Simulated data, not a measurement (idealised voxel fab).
voxel double patterning: a process module
The cross-section shown here is cut; it is 200 nm wide and divided into square cells measuring 5 nm on a side.
Cross-section spec: square-cell grid; bands listed top down; each band is one or more rows.
Band: top height; bottom height; in nm. Then, left to right: material with width in nm, for each material. "full width": a single material spanning edge to edge. "empty": empty space.
The reference from which all heights are counted is 0, the level beneath which the as-received wafer is entirely one material; the lowest band, having no lower bound, proceeds downward and is written after the example "0 down".
A width such as "30..40" changes by the same amount from each row of cells to the next, from the band's top row to its bottom row.
You'll sometimes find "nothing different" written for a step, and that's the way of saying that nowhere in the cross-section did a cell change during that step.
For the entry "Closed-off voids", the listed items are empty spaces with no open way to the top whose size is 8 cells or more; each item follows the pattern width x height at distance, where distance is from the left edge and all three are in nm.
Past the settings on a step's line: simulator remark, on that step.
"overlay nm" denotes, for a step that has a mask, the displacement of the mask to the right of its planned place, with negative values corresponding to the left.

Plan:
1. RECEIVE,material Si
2. CONFORMAL_DEP,material SiO2,thk nm 10
3. DIRECTIONAL_DEP,material TiN,thk nm 20
4. DIRECTIONAL_DEP,material SiN,thk nm 5
5. MASKED_ETCH,tone open,mask id FIRST,width nm 15,pitch nm 50,etch materials SiN,depth nm 5,overlay nm 0
6. DIRECTIONAL_DEP,material aC,thk nm 15
7. PATTERN,tone open,mask id SECOND,material resist,width nm 15,thk nm 35,overlay nm 0
8. DIRECTIONAL_ETCH,etch materials aC,depth nm 15
9. STRIP,etch materials resist
10. DIRECTIONAL_ETCH,etch materials SiN,depth nm 5
11. STRIP,etch materials aC
12. DIRECTIONAL_ETCH,etch materials TiN,depth nm 20
13. STRIP,etch materials SiN

Of two wafers, the first: run according to plan:

As-received wafer cross-section (after step 1):
0 down  Si full width
Closed-off voids: none

Once step 2 is through, the wafer looks like this in cross-section:
10 to 0  SiO2 full width
Below 0, no change.

Once step 3 is through, the wafer looks like this in cross-section:
30 to 10  TiN full width
Below 10, no change.

Once step 4 is through, the wafer looks like this in cross-section:
35 to 30  SiN full width
Below 30, no change.

Once step 5 is through, the wafer looks like this in cross-section:
35 to 30  SiN 65, empty 15, SiN 35, empty 15, SiN 70
Below 30, no change.

Once step 6 is through, the wafer looks like this in cross-section:
50 to 45  aC 65, empty 15, aC 35, empty 15, aC 70
45 to 35  aC full width
35 to 30  SiN 65, aC 15, SiN 35, aC 15, SiN 70
Below 30, no change.

Once step 7 is through, the wafer looks like this in cross-section:
85 to 50  resist 90, empty 15, resist 95
50 to 45  aC 65, resist 15, aC 35, resist 15, aC 70
Below 45, no change.

Once step 8 is through, the wafer looks like this in cross-section:
70 to 50  resist 90, empty 15, resist 95
50 to 45  aC 65, resist 15, aC 10, empty 15, aC 10, resist 15, aC 70
45 to 35  aC 90, empty 15, aC 95
Below 35, no change.

Once step 9 is through, the wafer looks like this in cross-section:
50 to 45  aC 65, empty 15, aC 10, empty 15, aC 10, empty 15, aC 70
Below 45, no change.

Once step 10 is through, the wafer looks like this in cross-section:
50 to 45  aC 65, empty 15, aC 10, empty 15, aC 10, empty 15, aC 70
45 to 35  aC 90, empty 15, aC 95
35 to 30  SiN 65, aC 15, SiN 10, empty 15, SiN 10, aC 15, SiN 70
Below 30, no change.

Once step 11 is through, the wafer looks like this in cross-section:
35 to 30  SiN 65, empty 15, SiN 10, empty 15, SiN 10, empty 15, SiN 70
Below 30, no change.

Once step 12 is through, the wafer looks like this in cross-section:
35 to 30  SiN 65, empty 15, SiN 10, empty 15, SiN 10, empty 15, SiN 70
30 to 10  TiN 65, empty 15, TiN 10, empty 15, TiN 10, empty 15, TiN 70
Below 10, no change.

Once step 13 is through, the wafer looks like this in cross-section:
30 to 10  TiN 65, empty 15, TiN 10, empty 15, TiN 10, empty 15, TiN 70
Below 10, no change.

The Second Wafer: Common Origin and Plan, One Mistake in Execution, Identical to the First Through Step 4:

The second wafer in cross-section, at the planned close of step 5:
35 to 30  SiN 65, empty 20, SiN 30, empty 20, SiN 65
Below 30, no change.

The second wafer in cross-section, at the planned close of step 6:
50 to 45  aC 65, empty 20, aC 30, empty 20, aC 65
45 to 35  aC full width
35 to 30  SiN 65, aC 20, SiN 30, aC 20, SiN 65
Below 30, no change.

The second wafer in cross-section, at the planned close of step 7:
85 to 50  resist 90, empty 15, resist 95
50 to 45  aC 65, resist 20, aC 30, resist 20, aC 65
Below 45, no change.

The second wafer in cross-section, at the planned close of step 8:
70 to 50  resist 90, empty 15, resist 95
50 to 45  aC 65, resist 20, aC 5, empty 15, aC 10, resist 20, aC 65
45 to 35  aC 90, empty 15, aC 95
Below 35, no change.

The second wafer in cross-section, at the planned close of step 9:
50 to 45  aC 65, empty 20, aC 5, empty 15, aC 10, empty 20, aC 65
Below 45, no change.

The second wafer in cross-section, at the planned close of step 10:
50 to 45  aC 65, empty 20, aC 5, empty 15, aC 10, empty 20, aC 65
45 to 35  aC 90, empty 15, aC 95
35 to 30  SiN 65, aC 20, SiN 5, empty 15, SiN 10, aC 20, SiN 65
Below 30, no change.

The second wafer in cross-section, at the planned close of step 11:
35 to 30  SiN 65, empty 20, SiN 5, empty 15, SiN 10, empty 20, SiN 65
Below 30, no change.

The second wafer in cross-section, at the planned close of step 12:
35 to 30  SiN 65, empty 20, SiN 5, empty 15, SiN 10, empty 20, SiN 65
30 to 10  TiN 65, empty 20, TiN 5, empty 15, TiN 10, empty 20, TiN 65
Below 10, no change.

The second wafer in cross-section, at the planned close of step 13:
30 to 10  TiN 65, empty 20, TiN 5, empty 15, TiN 10, empty 20, TiN 65
Below 10, no change.
Against the plan, the run slipped here: step 5 was not run as planned; what actually ran was MASKED_ETCH,tone open,mask id FIRST,width nm 20,pitch nm 50,etch materials SiN,depth nm 5,overlay nm 0
At the finish, the second wafer shows more or fewer cells for some materials than the first does: TiN: 8 fewer
